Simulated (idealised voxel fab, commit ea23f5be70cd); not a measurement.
process module | voxel trench capacitor
cross-section cut | 230 nm wide | cells 5 nm
A cross-section is a grid of square cells, given in bands from the top down. A band is one or more rows of cells.
Each band's line starts with the height of the band's top and of its bottom, in nm. Then come its materials from left to right, each with its width in nm. One material with "throughout" fills the band from edge to edge. "air" is empty space.
Height 0 is the level under which the wafer as received is all one material. The lowest band goes on downwards, as in "0 down".
A width such as "30 to 40" changes by the same amount from each row of cells to the next, from the band's top row to its bottom row.
"no change" after a step means that no cell of the cross-section changed.
closed voids: empty space of 8 cells or more with no open way to the top, each as width x height at its distance from the left edge, in nm
after a step's settings: what the simulator itself notes on the step
overlay nm, on a step with a mask: how far to the right of its planned place the mask lay; to the left if negative
plan
1 op RECEIVE | material Si
2 op CONFORMAL_DEP | material SiN | thk nm 10
3 op MASKED_ETCH | tone open | mask id TRENCH | width nm 20 | pitch nm 45 | etch materials SiN | depth nm 10 | overlay nm 0
4 op MASKED_ETCH | tone open | mask id TRENCH | width nm 20 | pitch nm 45 | etch materials Si | depth nm 25 | overlay nm 0
5 op CONFORMAL_DEP | material SiO2 | thk nm 5
6 op FILL_DEP | material polySi | thk nm 10
7 op CMP | height nm 10
as received, after step 1
  0 down: Si throughout
  closed voids: none
first wafer at the end, as planned
  10 to 0: SiN 60 | SiO2 5 | polySi 10 | SiO2 5 | SiN 25 | SiO2 5 | polySi 10 | SiO2 5 | SiN 25 | SiO2 5 | polySi 10 | SiO2 5 | SiN 60
  0 to -20: Si 60 | SiO2 5 | polySi 10 | SiO2 5 | Si 25 | SiO2 5 | polySi 10 | SiO2 5 | Si 25 | SiO2 5 | polySi 10 | SiO2 5 | Si 60
  -20 to -25: Si 60 | SiO2 20 | Si 25 | SiO2 20 | Si 25 | SiO2 20 | Si 60
  -25 down: Si throughout
  closed voids: none
second wafer at the end: like start, like plan, one mistake
  10 to 5: polySi 55 | SiO2 5 | SiN 20 | SiO2 5 | polySi 15 | SiO2 5 | SiN 20 | SiO2 5 | polySi 15 | SiO2 5 | SiN 20 | SiO2 5 | polySi 55
  5 to 0: SiO2 60 | SiN 20 | SiO2 25 | SiN 20 | SiO2 25 | SiN 20 | SiO2 60
  0 down: Si throughout
  closed voids: none
what went wrong: step 3 ran as: op MASKED_ETCH | tone cover | mask id TRENCH | width nm 20 | pitch nm 45 | etch materials SiN | depth nm 10 | overlay nm 0
at the end the second wafer has, in cells: 60 more of Si | 44 fewer of SiN | 8 fewer of SiO2 | 8 fewer of polySi
